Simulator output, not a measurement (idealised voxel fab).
process module | voxel wiring stack
cross-section cut | 220 nm wide | cells 5 nm
A cross-section is a grid of square cells, given in bands from the top down. A band is one or more rows of cells.
Each band's line starts with the height of the band's top and of its bottom, in nm. Then come its materials from left to right, each with its width in nm. One material with "throughout" fills the band from edge to edge. "air" is empty space.
Height 0 is the level under which the wafer as received is all one material. The lowest band goes on downwards, as in "0 down".
A width such as "30 to 40" changes by the same amount from each row of cells to the next, from the band's top row to its bottom row.
"no change" after a step means that no cell of the cross-section changed.
closed voids: empty space of 8 cells or more with no open way to the top, each as width x height at its distance from the left edge, in nm
after a step's settings: what the simulator itself notes on the step
overlay nm, on a step with a mask: how far to the right of its planned place the mask lay; to the left if negative
plan
1 op RECEIVE | material Si
2 op CONFORMAL_DEP | material SiO2 | thk nm 15
3 op CONFORMAL_DEP | material SiN | thk nm 5
4 op DIRECTIONAL_DEP | material SiO2 | thk nm 25
5 op PATTERN | tone open | mask id METAL_1 | material resist | width nm 25 | pitch nm 50 | thk nm 20 | overlay nm 0
6 op DIRECTIONAL_ETCH | etch materials SiO2 | depth nm 25
7 op DIRECTIONAL_ETCH | etch materials SiN | depth nm 5
8 op STRIP | etch materials resist
9 op CONFORMAL_DEP | material TiN | thk nm 5
10 op FILL_DEP | material W | thk nm 5
11 op CMP | height nm 45
12 op CONFORMAL_DEP | material SiCN | thk nm 5
13 op DIRECTIONAL_DEP | material SiO2 | thk nm 10
14 op PATTERN | tone open | mask id PLUG_1 | material resist | width nm 15 | pitch nm 50 | thk nm 20 | overlay nm 0
15 op DIRECTIONAL_ETCH | etch materials SiO2 | depth nm 10
16 op DIRECTIONAL_ETCH | etch materials SiCN | depth nm 5
17 op STRIP | etch materials resist
18 op EPI | material Ru | thk nm 10
19 op EPI | material Ru | thk nm 5
20 op DIRECTIONAL_DEP | material TiN | thk nm 5
21 op DIRECTIONAL_DEP | material Ru | thk nm 25
22 op PATTERN | tone cover | mask id METAL_2 | material resist | width nm 25 | pitch nm 50 | thk nm 15 | overlay nm 0
23 op DIRECTIONAL_ETCH | etch materials Ru | depth nm 25
24 op DIRECTIONAL_ETCH | etch materials TiN | depth nm 5
25 op STRIP | etch materials resist
26 op FILL_DEP | material SiO2 | thk nm 10
27 op CMP | height nm 90
28 op CONFORMAL_DEP | material SiN | thk nm 5
first wafer, as planned
as received, after step 1
  0 down: Si throughout
  closed voids: none
after step 2
  15 to 0: SiO2 throughout
  below 0: unchanged
after step 3
  20 to 15: SiN throughout
  below 15: unchanged
after step 4
  45 to 20: SiO2 throughout
  below 20: unchanged
after step 5
  65 to 45: resist 70 | air 25 | resist 25 | air 25 | resist 75
  below 45: unchanged
after step 6
  65 to 45: resist 70 | air 25 | resist 25 | air 25 | resist 75
  45 to 20: SiO2 70 | air 25 | SiO2 25 | air 25 | SiO2 75
  below 20: unchanged
after step 7
  65 to 45: resist 70 | air 25 | resist 25 | air 25 | resist 75
  45 to 20: SiO2 70 | air 25 | SiO2 25 | air 25 | SiO2 75
  20 to 15: SiN 70 | air 25 | SiN 25 | air 25 | SiN 75
  below 15: unchanged
after step 8
  45 to 20: SiO2 70 | air 25 | SiO2 25 | air 25 | SiO2 75
  below 20: unchanged
after step 9
  50 to 45: TiN 75 | air 15 | TiN 35 | air 15 | TiN 80
  45 to 20: SiO2 70 | TiN 5 | air 15 | TiN 5 | SiO2 25 | TiN 5 | air 15 | TiN 5 | SiO2 75
  20 to 15: SiN 70 | TiN 25 | SiN 25 | TiN 25 | SiN 75
  below 15: unchanged
after step 10
  55 to 50: W throughout
  50 to 45: TiN 75 | W 15 | TiN 35 | W 15 | TiN 80
  45 to 20: SiO2 70 | TiN 5 | W 15 | TiN 5 | SiO2 25 | TiN 5 | W 15 | TiN 5 | SiO2 75
  below 20: unchanged
after step 11
  45 to 20: SiO2 70 | TiN 5 | W 15 | TiN 5 | SiO2 25 | TiN 5 | W 15 | TiN 5 | SiO2 75
  below 20: unchanged
after step 12
  50 to 45: SiCN throughout
  below 45: unchanged
after step 13
  60 to 50: SiO2 throughout
  below 50: unchanged
after step 14
  80 to 60: resist 70 | air 15 | resist 35 | air 15 | resist 85
  below 60: unchanged
after step 15
  80 to 60: resist 70 | air 15 | resist 35 | air 15 | resist 85
  60 to 50: SiO2 70 | air 15 | SiO2 35 | air 15 | SiO2 85
  below 50: unchanged
after step 16
  80 to 60: resist 70 | air 15 | resist 35 | air 15 | resist 85
  60 to 50: SiO2 70 | air 15 | SiO2 35 | air 15 | SiO2 85
  50 to 45: SiCN 70 | air 15 | SiCN 35 | air 15 | SiCN 85
  below 45: unchanged
after step 17
  60 to 50: SiO2 70 | air 15 | SiO2 35 | air 15 | SiO2 85
  below 50: unchanged
after step 18
  60 to 55: SiO2 70 | air 15 | SiO2 35 | air 15 | SiO2 85
  55 to 50: SiO2 70 | Ru 15 | SiO2 35 | Ru 15 | SiO2 85
  50 to 45: SiCN 70 | Ru 15 | SiCN 35 | Ru 15 | SiCN 85
  below 45: unchanged
after step 19
  60 to 50: SiO2 70 | Ru 15 | SiO2 35 | Ru 15 | SiO2 85
  below 50: unchanged
after step 20
  65 to 60: TiN throughout
  below 60: unchanged
after step 21
  90 to 65: Ru throughout
  below 65: unchanged
after step 22
  105 to 90: air 70 | resist 25 | air 25 | resist 25 | air 75
  below 90: unchanged
after step 23
  105 to 90: air 70 | resist 25 | air 25 | resist 25 | air 75
  90 to 65: air 70 | Ru 25 | air 25 | Ru 25 | air 75
  below 65: unchanged
after step 24
  105 to 90: air 70 | resist 25 | air 25 | resist 25 | air 75
  90 to 65: air 70 | Ru 25 | air 25 | Ru 25 | air 75
  65 to 60: air 70 | TiN 25 | air 25 | TiN 25 | air 75
  below 60: unchanged
after step 25
  90 to 65: air 70 | Ru 25 | air 25 | Ru 25 | air 75
  below 65: unchanged
after step 26
  100 to 90: SiO2 throughout
  90 to 65: SiO2 70 | Ru 25 | SiO2 25 | Ru 25 | SiO2 75
  65 to 60: SiO2 70 | TiN 25 | SiO2 25 | TiN 25 | SiO2 75
  below 60: unchanged
after step 27
  90 to 65: SiO2 70 | Ru 25 | SiO2 25 | Ru 25 | SiO2 75
  below 65: unchanged
after step 28
  95 to 90: SiN throughout
  below 90: unchanged
second wafer: like start, like plan, one mistake. Through step 21 it matches the first wafer
when step 22 should have ended
  105 to 90: air 65 | resist 25 | air 25 | resist 25 | air 80
  below 90: unchanged
when step 23 should have ended
  105 to 90: air 65 | resist 25 | air 25 | resist 25 | air 80
  90 to 65: air 65 | Ru 25 | air 25 | Ru 25 | air 80
  below 65: unchanged
when step 24 should have ended
  105 to 90: air 65 | resist 25 | air 25 | resist 25 | air 80
  90 to 65: air 65 | Ru 25 | air 25 | Ru 25 | air 80
  65 to 60: air 65 | TiN 25 | air 25 | TiN 25 | air 80
  below 60: unchanged
when step 25 should have ended
  90 to 65: air 65 | Ru 25 | air 25 | Ru 25 | air 80
  below 65: unchanged
when step 26 should have ended
  100 to 90: SiO2 throughout
  90 to 65: SiO2 65 | Ru 25 | SiO2 25 | Ru 25 | SiO2 80
  65 to 60: SiO2 65 | TiN 25 | SiO2 25 | TiN 25 | SiO2 80
  below 60: unchanged
when step 27 should have ended
  90 to 65: SiO2 65 | Ru 25 | SiO2 25 | Ru 25 | SiO2 80
  below 65: unchanged
when step 28 should have ended
  95 to 90: SiN throughout
  below 90: unchanged
what went wrong: step 22 ran as: op PATTERN | tone cover | mask id METAL_2 | material resist | width nm 25 | pitch nm 50 | thk nm 15 | overlay nm -5
at the end the second wafer has, in cells: as many of each material as the first, in other places
